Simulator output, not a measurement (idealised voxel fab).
Process module heading - voxel released beams
Pictured: cross-section cut, 235 nm wide, on a grid of 5 nm square cells.
Cross-section format: a grid of square cells, given as bands from top to bottom; each band is one or more rows of cells.
It is stipulated that each band's entry specify, in nanometres, the height of the top of the band and then that of its bottom, followed by the materials of the band in left-to-right sequence, each together with its width in nanometres. A single material marked by the word "everywhere" is understood to fill the band from edge to edge; the word "blank" is understood to denote empty space.
Basically, 0 is our baseline, since under it the wafer straight out of the box is all one material. The bottom band has no lower end and keeps on going down, so it looks like "0 and below".
The expression "30->40" gives the width at the extremes of the band, the first number at its top row of cells and the second at its bottom row, with the width changing by equal amounts from each row to the next in between.
"left unchanged" means the step left every cell of the cross-section as it was.
What "Closed void list" gives you is every empty space of 8 cells or more that is cut off from the top. Each appears as width x height at distance, with the distance taken from the left edge and width, height and distance all in nm.
Anything after a step's settings on that line? It's the simulator's own note about the step.
overlay nm: where the mask lay relative to plan, measured to the right, on steps with a mask; negatives go left.
Planned process steps
| 1 | RECEIVE [material Si] |
| 2 | CONFORMAL_DEP [material Al2O3] [thk nm 5] |
| 3 | DIRECTIONAL_DEP [material SiO2] [thk nm 20] |
| 4 | MASKED_ETCH [tone open] [mask id ANCHOR] [width nm 30] [etch materials SiO2] [depth nm 20] [overlay nm 0] |
| 5 | CONFORMAL_DEP [material W] [thk nm 5] |
| 6 | MASKED_ETCH [tone cover] [mask id BEAM] [width nm 100] [etch materials W] [depth nm 10] [overlay nm 0] |
| 7 | STRIP [etch materials SiO2] |
It is noted that the wafers described herein are identical at the outset and are distinguished by the thk nm of step 5; the value stated in the plan corresponds to the first wafer.
The as-received cross-section of the first of several wafers corresponds to the state after step 1
  0 and below = Si everywhere
  Closed void list: none
Cross-section of the first of several wafers once the module has run through its last step, step 7
  30 down to 25 = 65 blank | 10 W | 20 blank | 70 W | 70 blank
  25 down to 10 = 70 blank | 5 W | 20 blank | 5 W | 135 blank
  10 down to 5 = 70 blank | 30 W | 135 blank
  5 down to 0 = Al2O3 everywhere
  0 and below = Si everywhere
  Closed void list: none
A cross-section through the last wafer at the close of the module
  50 down to 40 = 65 blank | 100 W | 70 blank
  40 down to 25 = W everywhere
  25 down to 5 = 70 SiO2 | 30 W | 135 SiO2
  5 down to 0 = Al2O3 everywhere
  0 and below = Si everywhere
  Closed void list: none
Take any row and you have a wafer at the end of the module: how many cells of each material it has gained (+) or lost (-) since it was received, and then its closed voids
thk nm 5, +47 Al2O3, +28 W, Closed void list: none
thk nm 10, +47 Al2O3, +56 W, Closed void list: none
thk nm 15, +47 Al2O3, +164 SiO2, +111 W, Closed void list: none
thk nm 20, +47 Al2O3, +164 SiO2, +158 W, Closed void list: none
thk nm 25, +47 Al2O3, +164 SiO2, +205 W, Closed void list: none
